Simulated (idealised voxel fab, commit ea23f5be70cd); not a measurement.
Module name: voxel self aligned vias (process module)
In the cross-section labelled cut, the width is 170 nm and each square cell is 5 nm.
Notation: cross-section as square-cell grid; stated in bands, top first, going down; one or more cell rows per band.
Basically the band line says how high the top is and how high the bottom is, in nm, and then what's in it from left to right, every material with its width in nm. Empty space shows up as "empty", and if a single material carries "full width" it runs the full band edge to edge.
We count height from 0. Below that, the starting wafer is all one material. The lowest band never ends at the bottom but goes on down; see "top 0, no bottom" for how that is written.
So if you see something like "30 to 40" for the width, read it as the top row of the band sitting at the first number and the bottom row at the second, with every row in between moving by the same amount as the last.
The designation "no alteration", where it is given for a processing step, indicates that no cell of the cross-section was altered in the course of that step.
Each empty space that has no open way to the top and spans at least 8 cells appears under "Entrapped void list" as width x height at distance, the distance counted from the left edge, all in nm.
Where a step's line continues beyond its settings, the continuation is a remark by the simulator itself on that step.
"overlay nm", when on a step's line for a step with a mask, measures how far to the right of its planned place the mask lay; a negative measure means to the left.

Below is the list of planned process steps:
| 1 | RECEIVE, material Si |
| 2 | CONFORMAL_DEP, material SiO2, thk nm 15 |
| 3 | CONFORMAL_DEP, material SiCN, thk nm 5 |
| 4 | DIRECTIONAL_DEP, material SiO2, thk nm 30 |
| 5 | MASKED_ETCH, tone open, mask id LINES, width nm 30, pitch nm 75, etch materials SiO2, depth nm 30, overlay nm 0 |
| 6 | CONFORMAL_DEP, material TiN, thk nm 5 |
| 7 | FILL_DEP, material W, thk nm 5 |
| 8 | CMP, height nm 50 |
| 9 | SELECTIVE_ETCH, etch materials W Ru TiN, depth nm 10 |
| 10 | FILL_DEP, material SiN, thk nm 5 |
| 11 | CMP, height nm 50 |
| 12 | DIRECTIONAL_DEP, material SiO2, thk nm 20 |
| 13 | PATTERN, tone open, mask id VIAS, material resist, width nm 50, pitch nm 75, thk nm 20, overlay nm 0 |
| 14 | DIRECTIONAL_ETCH, etch materials SiO2, depth nm 20 |
| 15 | DIRECTIONAL_ETCH, etch materials SiN, depth nm 10 |
| 16 | STRIP, etch materials resist |
| 17 | CONFORMAL_DEP, material TiN, thk nm 5 |
| 18 | FILL_DEP, material Cu, thk nm 5 |
| 19 | CMP, height nm 70 |
| 20 | CONFORMAL_DEP, material SiCN, thk nm 5 |

The first of the two wafers, which ran as planned:

Wafer at receipt (post step 1), cross-section:
> top 0, no bottom: Si full width
> Entrapped void list: none

After step 2: wafer cross-section:
> top 15, bottom 0: SiO2 full width
> All layers under 0 are left as they were.

After step 3: wafer cross-section:
> top 20, bottom 15: SiCN full width
> All layers under 15 are left as they were.

After step 4: wafer cross-section:
> top 50, bottom 20: SiO2 full width
> All layers under 20 are left as they were.

After step 5: wafer cross-section:
> top 50, bottom 20: SiO2=30, empty=30, SiO2=45, empty=30, SiO2=35
> All layers under 20 are left as they were.

After step 6: wafer cross-section:
> top 55, bottom 50: TiN=35, empty=20, TiN=55, empty=20, TiN=40
> top 50, bottom 25: SiO2=30, TiN=5, empty=20, TiN=5, SiO2=45, TiN=5, empty=20, TiN=5, SiO2=35
> top 25, bottom 20: SiO2=30, TiN=30, SiO2=45, TiN=30, SiO2=35
> All layers under 20 are left as they were.

After step 7: wafer cross-section:
> top 60, bottom 55: W full width
> top 55, bottom 50: TiN=35, W=20, TiN=55, W=20, TiN=40
> top 50, bottom 25: SiO2=30, TiN=5, W=20, TiN=5, SiO2=45, TiN=5, W=20, TiN=5, SiO2=35
> All layers under 25 are left as they were.

After step 8: wafer cross-section:
> top 50, bottom 25: SiO2=30, TiN=5, W=20, TiN=5, SiO2=45, TiN=5, W=20, TiN=5, SiO2=35
> All layers under 25 are left as they were.

After step 9: wafer cross-section:
> top 50, bottom 40: SiO2=30, empty=30, SiO2=45, empty=30, SiO2=35
> All layers under 40 are left as they were.

After step 10: wafer cross-section:
> top 55, bottom 50: SiN full width
> top 50, bottom 40: SiO2=30, SiN=30, SiO2=45, SiN=30, SiO2=35
> All layers under 40 are left as they were.

After step 11: wafer cross-section:
> top 50, bottom 40: SiO2=30, SiN=30, SiO2=45, SiN=30, SiO2=35
> All layers under 40 are left as they were.

After step 12: wafer cross-section:
> top 70, bottom 50: SiO2 full width
> All layers under 50 are left as they were.

After step 13: wafer cross-section:
> top 90, bottom 70: resist=20, empty=50, resist=25, empty=50, resist=25
> All layers under 70 are left as they were.

After step 14: wafer cross-section:
> top 90, bottom 70: resist=20, empty=50, resist=25, empty=50, resist=25
> top 70, bottom 50: SiO2=20, empty=50, SiO2=25, empty=50, SiO2=25
> All layers under 50 are left as they were.

After step 15: wafer cross-section:
> top 90, bottom 70: resist=20, empty=50, resist=25, empty=50, resist=25
> top 70, bottom 50: SiO2=20, empty=50, SiO2=25, empty=50, SiO2=25
> top 50, bottom 40: SiO2=30, empty=30, SiO2=45, empty=30, SiO2=35
> All layers under 40 are left as they were.

After step 16: wafer cross-section:
> top 70, bottom 50: SiO2=20, empty=50, SiO2=25, empty=50, SiO2=25
> All layers under 50 are left as they were.

After step 17: wafer cross-section:
> top 75, bottom 70: TiN=25, empty=40, TiN=35, empty=40, TiN=30
> top 70, bottom 55: SiO2=20, TiN=5, empty=40, TiN=5, SiO2=25, TiN=5, empty=40, TiN=5, SiO2=25
> top 55, bottom 45: SiO2=20 to 30, TiN=15 to 5, empty=20, TiN=15 to 5, SiO2=25 to 45, TiN=15 to 5, empty=20, TiN=15 to 5, SiO2=25 to 35
> top 45, bottom 40: SiO2=30, TiN=30, SiO2=45, TiN=30, SiO2=35
> All layers under 40 are left as they were.

After step 18: wafer cross-section:
> top 80, bottom 75: Cu full width
> top 75, bottom 70: TiN=25, Cu=40, TiN=35, Cu=40, TiN=30
> top 70, bottom 55: SiO2=20, TiN=5, Cu=40, TiN=5, SiO2=25, TiN=5, Cu=40, TiN=5, SiO2=25
> top 55, bottom 45: SiO2=20 to 30, TiN=15 to 5, Cu=20, TiN=15 to 5, SiO2=25 to 45, TiN=15 to 5, Cu=20, TiN=15 to 5, SiO2=25 to 35
> All layers under 45 are left as they were.

After step 19: wafer cross-section:
> top 70, bottom 55: SiO2=20, TiN=5, Cu=40, TiN=5, SiO2=25, TiN=5, Cu=40, TiN=5, SiO2=25
> All layers under 55 are left as they were.

After step 20: wafer cross-section:
> top 75, bottom 70: SiCN full width
> All layers under 70 are left as they were.

Second wafer, same starting conditions and recipe as the first, one mistake in executing it, nothing differs from the first up to and including step 3:

Cross-sectional representation of the second wafer at the time designated in the plan for the completion of step 4:
> top 45, bottom 20: SiO2 full width
> All layers under 20 are left as they were.

Cross-sectional representation of the second wafer at the time designated in the plan for the completion of step 5:
> top 45, bottom 20: SiO2=30, empty=30, SiO2=45, empty=30, SiO2=35
> All layers under 20 are left as they were.

Cross-sectional representation of the second wafer at the time designated in the plan for the completion of step 6:
> top 50, bottom 45: TiN=35, empty=20, TiN=55, empty=20, TiN=40
> top 45, bottom 25: SiO2=30, TiN=5, empty=20, TiN=5, SiO2=45, TiN=5, empty=20, TiN=5, SiO2=35
> top 25, bottom 20: SiO2=30, TiN=30, SiO2=45, TiN=30, SiO2=35
> All layers under 20 are left as they were.

Cross-sectional representation of the second wafer at the time designated in the plan for the completion of step 7:
> top 55, bottom 50: W full width
> top 50, bottom 45: TiN=35, W=20, TiN=55, W=20, TiN=40
> top 45, bottom 25: SiO2=30, TiN=5, W=20, TiN=5, SiO2=45, TiN=5, W=20, TiN=5, SiO2=35
> All layers under 25 are left as they were.

Cross-sectional representation of the second wafer at the time designated in the plan for the completion of step 8:
> top 50, bottom 45: TiN=35, W=20, TiN=55, W=20, TiN=40
> All layers under 45 are left as they were.

Cross-sectional representation of the second wafer at the time designated in the plan for the completion of step 9:
> top 45, bottom 40: SiO2=30, empty=30, SiO2=45, empty=30, SiO2=35
> All layers under 40 are left as they were.

Cross-sectional representation of the second wafer at the time designated in the plan for the completion of step 10:
> top 50, bottom 45: SiN full width
> top 45, bottom 40: SiO2=30, SiN=30, SiO2=45, SiN=30, SiO2=35
> All layers under 40 are left as they were.

Cross-sectional representation of the second wafer at the time designated in the plan for the completion of step 11: no alteration

Cross-sectional representation of the second wafer at the time designated in the plan for the completion of step 12:
> top 70, bottom 50: SiO2 full width
> All layers under 50 are left as they were.

Cross-sectional representation of the second wafer at the time designated in the plan for the completion of step 13:
> top 90, bottom 70: resist=20, empty=50, resist=25, empty=50, resist=25
> All layers under 70 are left as they were.

Cross-sectional representation of the second wafer at the time designated in the plan for the completion of step 14:
> top 90, bottom 70: resist=20, empty=50, resist=25, empty=50, resist=25
> top 70, bottom 50: SiO2=20, empty=50, SiO2=25, empty=50, SiO2=25
> All layers under 50 are left as they were.

Cross-sectional representation of the second wafer at the time designated in the plan for the completion of step 15:
> top 90, bottom 70: resist=20, empty=50, resist=25, empty=50, resist=25
> top 70, bottom 50: SiO2=20, empty=50, SiO2=25, empty=50, SiO2=25
> top 50, bottom 45: SiN=20, empty=50, SiN=25, empty=50, SiN=25
> top 45, bottom 40: SiO2=30, empty=30, SiO2=45, empty=30, SiO2=35
> All layers under 40 are left as they were.

Cross-sectional representation of the second wafer at the time designated in the plan for the completion of step 16:
> top 70, bottom 50: SiO2=20, empty=50, SiO2=25, empty=50, SiO2=25
> All layers under 50 are left as they were.

Cross-sectional representation of the second wafer at the time designated in the plan for the completion of step 17:
> top 75, bottom 70: TiN=25, empty=40, TiN=35, empty=40, TiN=30
> top 70, bottom 50: SiO2=20, TiN=5, empty=40, TiN=5, SiO2=25, TiN=5, empty=40, TiN=5, SiO2=25
> top 50, bottom 45: SiN=20, TiN=15, empty=20, TiN=15, SiN=25, TiN=15, empty=20, TiN=15, SiN=25
> top 45, bottom 40: SiO2=30, TiN=30, SiO2=45, TiN=30, SiO2=35
> All layers under 40 are left as they were.

Cross-sectional representation of the second wafer at the time designated in the plan for the completion of step 18:
> top 80, bottom 75: Cu full width
> top 75, bottom 70: TiN=25, Cu=40, TiN=35, Cu=40, TiN=30
> top 70, bottom 50: SiO2=20, TiN=5, Cu=40, TiN=5, SiO2=25, TiN=5, Cu=40, TiN=5, SiO2=25
> top 50, bottom 45: SiN=20, TiN=15, Cu=20, TiN=15, SiN=25, TiN=15, Cu=20, TiN=15, SiN=25
> All layers under 45 are left as they were.

Cross-sectional representation of the second wafer at the time designated in the plan for the completion of step 19:
> top 70, bottom 50: SiO2=20, TiN=5, Cu=40, TiN=5, SiO2=25, TiN=5, Cu=40, TiN=5, SiO2=25
> All layers under 50 are left as they were.

Cross-sectional representation of the second wafer at the time designated in the plan for the completion of step 20:
> top 75, bottom 70: SiCN full width
> All layers under 70 are left as they were.
It is concluded that the wafer was processed incorrectly with respect to the plan, in that it should be noted that step 4 was executed with settings other than those planned, the operation and settings actually applied being DIRECTIONAL_DEP, material SiO2, thk nm 25
Looking at both finished wafers in cells, the second ends up ahead of or behind the first on some materials: Cu +8; SiN +14; SiO2 -22
